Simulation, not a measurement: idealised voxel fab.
Process module, titled voxel capacitor over wiring
Square cell edge 5 nm, section width 155 nm, ID cut.
A cross-section in this document is a grid of square cells, and it is written down as bands, the top band listed before the ones below it; a band is made up of one or more rows of cells. Band: top height; bottom height; in nm. Then, left to right: material with width in nm, for each material. "throughout": a single material spanning edge to edge. "empty": empty space. A quick word on heights: they are counted from 0, and under that level the wafer as it came to us is one material throughout. The lowest band is different from the rest in having no bottom; it simply continues downward, written as in "0 nm and below". Width spec "30 to 40" -> top row of cells at first value, bottom row at second value, equal per-row change in between. "nothing different" after a step means that no cell of the cross-section changed. If an empty space has no open way to the top and is at least 8 cells in size, "Enclosed empty spaces" lists it, written width x height at distance, where distance is measured from the left edge and every value is in nm. Step line, after settings: the simulator's comment on this step. The optional step-line setting "overlay nm" applies to steps with a mask and quantifies how far to the right of its planned location the mask lay, a negative value indicating leftward placement.
Planned step list for the process
1: RECEIVE with material Si
2: CONFORMAL_DEP with material SiO2, thk nm 5
3: DIRECTIONAL_DEP with material TiN, thk nm 5
4: DIRECTIONAL_DEP with material Ru, thk nm 25
5: MASKED_ETCH with tone cover, mask id METAL_1, width nm 30, pitch nm 85, etch materials Ru, depth nm 25, overlay nm 0
6: MASKED_ETCH with tone cover, mask id METAL_1, width nm 30, pitch nm 85, etch materials TiN, depth nm 5, overlay nm 0
7: CONFORMAL_DEP with material SiN, thk nm 5
8: FILL_DEP with material lowk, thk nm 5
9: CMP with height nm 40
10: CONFORMAL_DEP with material SiCN, thk nm 5
11: DIRECTIONAL_DEP with material SiO2, thk nm 20
12: PATTERN with tone open, mask id PLUG_1, material resist, width nm 15, thk nm 20, overlay nm 0
13: DIRECTIONAL_ETCH with etch materials SiO2, depth nm 20
14: DIRECTIONAL_ETCH with etch materials SiCN, depth nm 5
15: STRIP with etch materials resist
16: EPI with material Ru, thk nm 10
17: EPI with material Ru, thk nm 10
18: EPI with material Ru, thk nm 5
19: DIRECTIONAL_DEP with material TiN, thk nm 10
20: DIRECTIONAL_DEP with material Al2O3, thk nm 5
21: DIRECTIONAL_DEP with material TiN, thk nm 10
22: MASKED_ETCH with tone cover, mask id UPPER_PLATE, width nm 60, etch materials TiN, depth nm 10, overlay nm 0
23: MASKED_ETCH with tone cover, mask id UPPER_PLATE, width nm 60, etch materials Al2O3, depth nm 5, overlay nm 0
24: MASKED_ETCH with tone cover, mask id LOWER_PLATE, width nm 70, etch materials TiN, depth nm 10, overlay nm 0
25: FILL_DEP with material SiO2, thk nm 15
26: CMP with height nm 100
27: MASKED_ETCH with tone open, mask id PLUG_2, width nm 15, etch materials SiO2, depth nm 10, overlay nm 0
28: CONFORMAL_DEP with material TiN, thk nm 5
29: FILL_DEP with material Cu, thk nm 10
30: CMP with height nm 100
31: CONFORMAL_DEP with material SiCN, thk nm 5
Keep in mind the plan's value for the thk nm of step 2 comes from the first wafer; the wafers don't share that setting, but they do share the same starting point.
Cross-section of the first of several wafers on receipt, reflecting completion of step 1
> 0 nm and below | Si throughout
> Enclosed empty spaces: none
Row per wafer, end-of-module: cell gain (+)/loss (-) by material since the wafer came in, then closed voids
thk nm 5 | +12 Al2O3 | +1 Cu | +60 Ru | +59 SiCN | +55 SiN | +305 SiO2 | +69 TiN | +90 lowk | Enclosed empty spaces: none
thk nm 10 | +12 Al2O3 | +1 Cu | +75 Ru | +59 SiCN | +39 SiN | +321 SiO2 | +69 TiN | +75 lowk | Enclosed empty spaces: none
thk nm 15 | +12 Al2O3 | +1 Cu | +63 Ru | +59 SiCN | +35 SiN | +352 SiO2 | +69 TiN | +60 lowk | Enclosed empty spaces: none
thk nm 20 | +12 Al2O3 | +1 Cu | +51 Ru | +59 SiCN | +31 SiN | +383 SiO2 | +69 TiN | +45 lowk | Enclosed empty spaces: none
thk nm 25 | +12 Al2O3 | +1 Cu | +39 Ru | +59 SiCN | +27 SiN | +414 SiO2 | +69 TiN | +30 lowk | Enclosed empty spaces: none
